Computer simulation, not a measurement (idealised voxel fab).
process module | voxel quadruple lines
cross-section cut | 295 nm wide | cells 5 nm
A cross-section is a grid of square cells, given in bands from the top down. A band is one or more rows of cells.
Each band's line starts with the height of the band's top and of its bottom, in nm. Then come its materials from left to right, each with its width in nm. One material with "throughout" fills the band from edge to edge. "air" is empty space.
Height 0 is the level under which the wafer as received is all one material. The lowest band goes on downwards, as in "0 down".
A width such as "30 to 40" changes by the same amount from each row of cells to the next, from the band's top row to its bottom row.
"no change" after a step means that no cell of the cross-section changed.
closed voids: empty space of 8 cells or more with no open way to the top, each as width x height at its distance from the left edge, in nm
after a step's settings: what the simulator itself notes on the step
overlay nm, on a step with a mask: how far to the right of its planned place the mask lay; to the left if negative
plan
1 op RECEIVE | material Si
2 op CONFORMAL_DEP | material Al2O3 | thk nm 5
3 op DIRECTIONAL_DEP | material TiN | thk nm 15
4 op DIRECTIONAL_DEP | material polySi | thk nm 10
5 op DIRECTIONAL_DEP | material aC | thk nm 20
6 op PATTERN | tone cover | mask id MANDREL | material resist | width nm 20 | thk nm 30 | overlay nm 0
7 op DIRECTIONAL_ETCH | etch materials aC | depth nm 20
8 op STRIP | etch materials resist
9 op CONFORMAL_DEP | material SiO2 | thk nm 10
10 op DIRECTIONAL_ETCH | etch materials SiO2 | depth nm 10
11 op STRIP | etch materials aC
12 op DIRECTIONAL_ETCH | etch materials polySi | depth nm 20
13 op STRIP | etch materials SiO2
14 op CONFORMAL_DEP | material SiCN | thk nm 5
15 op DIRECTIONAL_ETCH | etch materials SiCN | depth nm 5
16 op STRIP | etch materials polySi
17 op DIRECTIONAL_ETCH | etch materials TiN | depth nm 15
18 op STRIP | etch materials SiCN
varied across the wafers: thk nm of step 4. The plan shows the first wafer's value. All wafers start alike
first wafer as received, after step 1
  0 down: Si throughout
  closed voids: none
each wafer at the end: cells of each material gained (+) or lost (-) since it was received, then its closed voids
thk nm 10 | +59 Al2O3 | +12 TiN | closed voids: none
thk nm 15 | +59 Al2O3 | +12 TiN | closed voids: none
thk nm 20 | +59 Al2O3 | +12 TiN | closed voids: none
thk nm 25 | +59 Al2O3 | closed voids: none
thk nm 30 | +59 Al2O3 | closed voids: none
thk nm 35 | +59 Al2O3 | closed voids: none
